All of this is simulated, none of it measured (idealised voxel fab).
Name of the process module below: voxel wiring stack
This is section cut - it's 210 nm across, gridded in 5 nm square cells.
The cross-sections in this document take the form of a grid made of square cells. They are written out as bands, in order from top to bottom. Each band consists of one or more rows of cells.
A band entry consists of two parts. The first gives the height of the band's top and the height of its bottom, in nm. The rest lists the band's materials from left to right, each with its width in nm. A single material labelled with the word "full width" fills the band from edge to edge, and the word "air" marks empty space.
Zero point of the height axis is 0; under it, received wafer = one material. Lowest band: continues down indefinitely, "z 0 and below".
Graded width ("30->40"): value in top row of band = first number; value in bottom row = second number; row-to-row change constant.
Key: "nothing was modified" - step with no changed cell in the cross-section.
Entry "Sealed internal voids" = empty spaces >= 8 cells with no open way to the top; each as width x height at distance, distance from left edge, all nm.
after a step's settings: what the simulator itself notes on the step
"overlay nm", when on a step's line for a step with a mask, measures how far to the right of its planned place the mask lay; a negative measure means to the left.
Before/after cross-section pairs, one process step each; after shown to lowest changed band; step and settings beneath. Pairs may be from different runs of this module on the same starting wafer; a pair continues from the one above only where its "Pre-step section" entry says so.

Pre-step section
	z 85 to 65 = 25 nm air / 20 nm W / 25 nm air / 20 nm W / 25 nm air / 20 nm W / 25 nm air / 20 nm W / 30 nm air
	z 65 to 60 = 25 nm air / 20 nm TiN / 25 nm air / 20 nm TiN / 25 nm air / 20 nm TiN / 25 nm air / 20 nm TiN / 30 nm air
	z 60 to 45 = 25 nm lowk / 5 nm TiN / 5 nm Ru / 5 nm TiN / 30 nm lowk / 5 nm TiN / 5 nm Ru / 5 nm TiN / 30 nm lowk / 5 nm TiN / 5 nm Ru / 5 nm TiN / 30 nm lowk / 5 nm TiN / 5 nm Ru / 5 nm TiN / 35 nm lowk
	z 45 to 40 = 25 nm SiCN / 15 nm TiN / 30 nm SiCN / 15 nm TiN / 30 nm SiCN / 15 nm TiN / 30 nm SiCN / 15 nm TiN / 35 nm SiCN
	z 40 to 15 = 20 nm lowk / 5 nm SiN / 20 nm W / 5 nm SiN / 15 nm lowk / 5 nm SiN / 20 nm W / 5 nm SiN / 15 nm lowk / 5 nm SiN / 20 nm W / 5 nm SiN / 15 nm lowk / 5 nm SiN / 20 nm W / 5 nm SiN / 25 nm lowk
	z 15 to 10 = 25 nm SiN / 20 nm TiN / 25 nm SiN / 20 nm TiN / 25 nm SiN / 20 nm TiN / 25 nm SiN / 20 nm TiN / 30 nm SiN
	z 10 to 0 = SiO2 full width
	z 0 and below = Si full width
	Sealed internal voids: none

Post-Step Geometry
	z 90 to 85 = 20 nm air / 30 nm TiN / 15 nm air / 30 nm TiN / 15 nm air / 30 nm TiN / 15 nm air / 30 nm TiN / 25 nm air
	z 85 to 65 = 20 nm air / 5 nm TiN / 20 nm W / 5 nm TiN / 15 nm air / 5 nm TiN / 20 nm W / 5 nm TiN / 15 nm air / 5 nm TiN / 20 nm W / 5 nm TiN / 15 nm air / 5 nm TiN / 20 nm W / 5 nm TiN / 25 nm air
	z 65 to 60 = TiN full width
	For the remainder of the cross-section, below 60, there is no change.
	Sealed internal voids: none
Before/after cross-sections above; step in between: CONFORMAL_DEP with material TiN, thk nm 5

Pre-step section: look at the pair above, its after cross-section is where this step starts.

Post-Step Geometry
	z 95 to 90 = SiO2 full width
	z 90 to 85 = 20 nm SiO2 / 30 nm TiN / 15 nm SiO2 / 30 nm TiN / 15 nm SiO2 / 30 nm TiN / 15 nm SiO2 / 30 nm TiN / 25 nm SiO2
	z 85 to 65 = 20 nm SiO2 / 5 nm TiN / 20 nm W / 5 nm TiN / 15 nm SiO2 / 5 nm TiN / 20 nm W / 5 nm TiN / 15 nm SiO2 / 5 nm TiN / 20 nm W / 5 nm TiN / 15 nm SiO2 / 5 nm TiN / 20 nm W / 5 nm TiN / 25 nm SiO2
	For the remainder of the cross-section, below 65, there is no change.
	Sealed internal voids: none
Before/after cross-sections above; step in between: FILL_DEP with material SiO2, thk nm 5

Pre-step section: look at the pair above, its after cross-section is where this step starts.

Post-Step Geometry
	z 85 to 65 = 20 nm SiO2 / 5 nm TiN / 20 nm W / 5 nm TiN / 15 nm SiO2 / 5 nm TiN / 20 nm W / 5 nm TiN / 15 nm SiO2 / 5 nm TiN / 20 nm W / 5 nm TiN / 15 nm SiO2 / 5 nm TiN / 20 nm W / 5 nm TiN / 25 nm SiO2
	For the remainder of the cross-section, below 65, there is no change.
	Sealed internal voids: none
Before/after cross-sections above; step in between: CMP with height nm 85

Pre-step section: look at the pair above, its after cross-section is where this step starts.

Post-Step Geometry
	z 90 to 85 = SiN full width
	For the remainder of the cross-section, below 85, there is no change.
	Sealed internal voids: none
Before/after cross-sections above; step in between: CONFORMAL_DEP with material SiN, thk nm 5

Pre-step section
	z 60 to 45 = lowk full width
	z 45 to 40 = SiCN full width
	z 40 to 15 = 20 nm lowk / 5 nm SiN / 20 nm W / 5 nm SiN / 15 nm lowk / 5 nm SiN / 20 nm W / 5 nm SiN / 15 nm lowk / 5 nm SiN / 20 nm W / 5 nm SiN / 15 nm lowk / 5 nm SiN / 20 nm W / 5 nm SiN / 25 nm lowk
	z 15 to 10 = 25 nm SiN / 20 nm TiN / 25 nm SiN / 20 nm TiN / 25 nm SiN / 20 nm TiN / 25 nm SiN / 20 nm TiN / 30 nm SiN
	z 10 to 0 = SiO2 full width
	z 0 and below = Si full width
	Sealed internal voids: none

Post-Step Geometry
	z 60 to 45 = 25 nm air / 15 nm lowk / 30 nm air / 15 nm lowk / 30 nm air / 15 nm lowk / 30 nm air / 15 nm lowk / 35 nm air
	For the remainder of the cross-section, below 45, there is no change.
	Sealed internal voids: none
Before/after cross-sections above; step in between: MASKED_ETCH with tone cover, mask id PLUG_1, width nm 15, pitch nm 45, etch materials lowk, depth nm 15, overlay nm 0

Pre-step section: look at the pair above, its after cross-section is where this step starts.

Post-Step Geometry
	z 65 to 60 = 20 nm air / 25 nm TiN / 20 nm air / 25 nm TiN / 20 nm air / 25 nm TiN / 20 nm air / 25 nm TiN / 30 nm air
	z 60 to 50 = 20 nm air / 5 nm TiN / 15 nm lowk / 5 nm TiN / 20 nm air / 5 nm TiN / 15 nm lowk / 5 nm TiN / 20 nm air / 5 nm TiN / 15 nm lowk / 5 nm TiN / 20 nm air / 5 nm TiN / 15 nm lowk / 5 nm TiN / 30 nm air
	z 50 to 45 = 25 nm TiN / 15 nm lowk / 30 nm TiN / 15 nm lowk / 30 nm TiN / 15 nm lowk / 30 nm TiN / 15 nm lowk / 35 nm TiN
	For the remainder of the cross-section, below 45, there is no change.
	Sealed internal voids: none
Before/after cross-sections above; step in between: CONFORMAL_DEP with material TiN, thk nm 5

Pre-step section: look at the pair above, its after cross-section is where this step starts.

Post-Step Geometry
	z 70 to 65 = Ru full width
	z 65 to 60 = 20 nm Ru / 25 nm TiN / 20 nm Ru / 25 nm TiN / 20 nm Ru / 25 nm TiN / 20 nm Ru / 25 nm TiN / 30 nm Ru
	z 60 to 50 = 20 nm Ru / 5 nm TiN / 15 nm lowk / 5 nm TiN / 20 nm Ru / 5 nm TiN / 15 nm lowk / 5 nm TiN / 20 nm Ru / 5 nm TiN / 15 nm lowk / 5 nm TiN / 20 nm Ru / 5 nm TiN / 15 nm lowk / 5 nm TiN / 30 nm Ru
	For the remainder of the cross-section, below 50, there is no change.
	Sealed internal voids: none
Before/after cross-sections above; step in between: FILL_DEP with material Ru, thk nm 5

Pre-step section: look at the pair above, its after cross-section is where this step starts.

Post-Step Geometry
	z 60 to 50 = 20 nm Ru / 5 nm TiN / 15 nm lowk / 5 nm TiN / 20 nm Ru / 5 nm TiN / 15 nm lowk / 5 nm TiN / 20 nm Ru / 5 nm TiN / 15 nm lowk / 5 nm TiN / 20 nm Ru / 5 nm TiN / 15 nm lowk / 5 nm TiN / 30 nm Ru
	For the remainder of the cross-section, below 50, there is no change.
	Sealed internal voids: none
Before/after cross-sections above; step in between: CMP with height nm 60

Pre-step section: look at the pair above, its after cross-section is where this step starts.

Post-Step Geometry
	z 65 to 60 = TiN full width
	For the remainder of the cross-section, below 60, there is no change.
	Sealed internal voids: none
Before/after cross-sections above; step in between: DIRECTIONAL_DEP with material TiN, thk nm 5

Pre-step section: look at the pair above, its after cross-section is where this step starts.

Post-Step Geometry
	z 85 to 65 = W full width
	For the remainder of the cross-section, below 65, there is no change.
	Sealed internal voids: none
Before/after cross-sections above; step in between: DIRECTIONAL_DEP with material W, thk nm 20

Pre-step section: look at the pair above, its after cross-section is where this step starts.

Post-Step Geometry
	z 100 to 85 = 25 nm air / 20 nm resist / 25 nm air / 20 nm resist / 25 nm air / 20 nm resist / 25 nm air / 20 nm resist / 30 nm air
	For the remainder of the cross-section, below 85, there is no change.
	Sealed internal voids: none
Before/after cross-sections above; step in between: PATTERN with tone cover, mask id METAL_2, material resist, width nm 20, pitch nm 45, thk nm 15, overlay nm 0

Pre-step section: look at the pair above, its after cross-section is where this step starts.

Post-Step Geometry
	z 100 to 85 = 25 nm air / 20 nm resist / 25 nm air / 20 nm resist / 25 nm air / 20 nm resist / 25 nm air / 20 nm resist / 30 nm air
	z 85 to 65 = 25 nm air / 20 nm W / 25 nm air / 20 nm W / 25 nm air / 20 nm W / 25 nm air / 20 nm W / 30 nm air
	For the remainder of the cross-section, below 65, there is no change.
	Sealed internal voids: none
Before/after cross-sections above; step in between: DIRECTIONAL_ETCH with etch materials W, depth nm 20

Pre-step section: look at the pair above, its after cross-section is where this step starts.

Post-Step Geometry
	z 100 to 85 = 25 nm air / 20 nm resist / 25 nm air / 20 nm resist / 25 nm air / 20 nm resist / 25 nm air / 20 nm resist / 30 nm air
	z 85 to 65 = 25 nm air / 20 nm W / 25 nm air / 20 nm W / 25 nm air / 20 nm W / 25 nm air / 20 nm W / 30 nm air
	z 65 to 60 = 25 nm air / 20 nm TiN / 25 nm air / 20 nm TiN / 25 nm air / 20 nm TiN / 25 nm air / 20 nm TiN / 30 nm air
	For the remainder of the cross-section, below 60, there is no change.
	Sealed internal voids: none
Before/after cross-sections above; step in between: DIRECTIONAL_ETCH with etch materials TiN, depth nm 5

Pre-step section: look at the pair above, its after cross-section is where this step starts.

Post-Step Geometry
	z 85 to 65 = 25 nm air / 20 nm W / 25 nm air / 20 nm W / 25 nm air / 20 nm W / 25 nm air / 20 nm W / 30 nm air
	For the remainder of the cross-section, below 65, there is no change.
	Sealed internal voids: none
Before/after cross-sections above; step in between: STRIP with etch materials resist

Pre-step section: look at the pair above, its after cross-section is where this step starts.

Post-Step Geometry
	z 90 to 85 = 20 nm air / 30 nm SiN / 15 nm air / 30 nm SiN / 15 nm air / 30 nm SiN / 15 nm air / 30 nm SiN / 25 nm air
	z 85 to 65 = 20 nm air / 5 nm SiN / 20 nm W / 5 nm SiN / 15 nm air / 5 nm SiN / 20 nm W / 5 nm SiN / 15 nm air / 5 nm SiN / 20 nm W / 5 nm SiN / 15 nm air / 5 nm SiN / 20 nm W / 5 nm SiN / 25 nm air
	z 65 to 60 = 25 nm SiN / 20 nm TiN / 25 nm SiN / 20 nm TiN / 25 nm SiN / 20 nm TiN / 25 nm SiN / 20 nm TiN / 30 nm SiN
	For the remainder of the cross-section, below 60, there is no change.
	Sealed internal voids: none
Before/after cross-sections above; step in between: CONFORMAL_DEP with material SiN, thk nm 5

Pre-step section: look at the pair above, its after cross-section is where this step starts.

Post-Step Geometry
	z 95 to 90 = SiO2 full width
	z 90 to 85 = 20 nm SiO2 / 30 nm SiN / 15 nm SiO2 / 30 nm SiN / 15 nm SiO2 / 30 nm SiN / 15 nm SiO2 / 30 nm SiN / 25 nm SiO2
	z 85 to 65 = 20 nm SiO2 / 5 nm SiN / 20 nm W / 5 nm SiN / 15 nm SiO2 / 5 nm SiN / 20 nm W / 5 nm SiN / 15 nm SiO2 / 5 nm SiN / 20 nm W / 5 nm SiN / 15 nm SiO2 / 5 nm SiN / 20 nm W / 5 nm SiN / 25 nm SiO2
	For the remainder of the cross-section, below 65, there is no change.
	Sealed internal voids: none
Before/after cross-sections above; step in between: FILL_DEP with material SiO2, thk nm 5

Pre-step section: look at the pair above, its after cross-section is where this step starts.

Post-Step Geometry
	z 85 to 65 = 20 nm SiO2 / 5 nm SiN / 20 nm W / 5 nm SiN / 15 nm SiO2 / 5 nm SiN / 20 nm W / 5 nm SiN / 15 nm SiO2 / 5 nm SiN / 20 nm W / 5 nm SiN / 15 nm SiO2 / 5 nm SiN / 20 nm W / 5 nm SiN / 25 nm SiO2
	For the remainder of the cross-section, below 65, there is no change.
	Sealed internal voids: none
Before/after cross-sections above; step in between: CMP with height nm 85

Pre-step section: look at the pair above, its after cross-section is where this step starts.

Post-Step Geometry
	z 90 to 85 = SiN full width
	For the remainder of the cross-section, below 85, there is no change.
	Sealed internal voids: none
Before/after cross-sections above; step in between: CONFORMAL_DEP with material SiN, thk nm 5
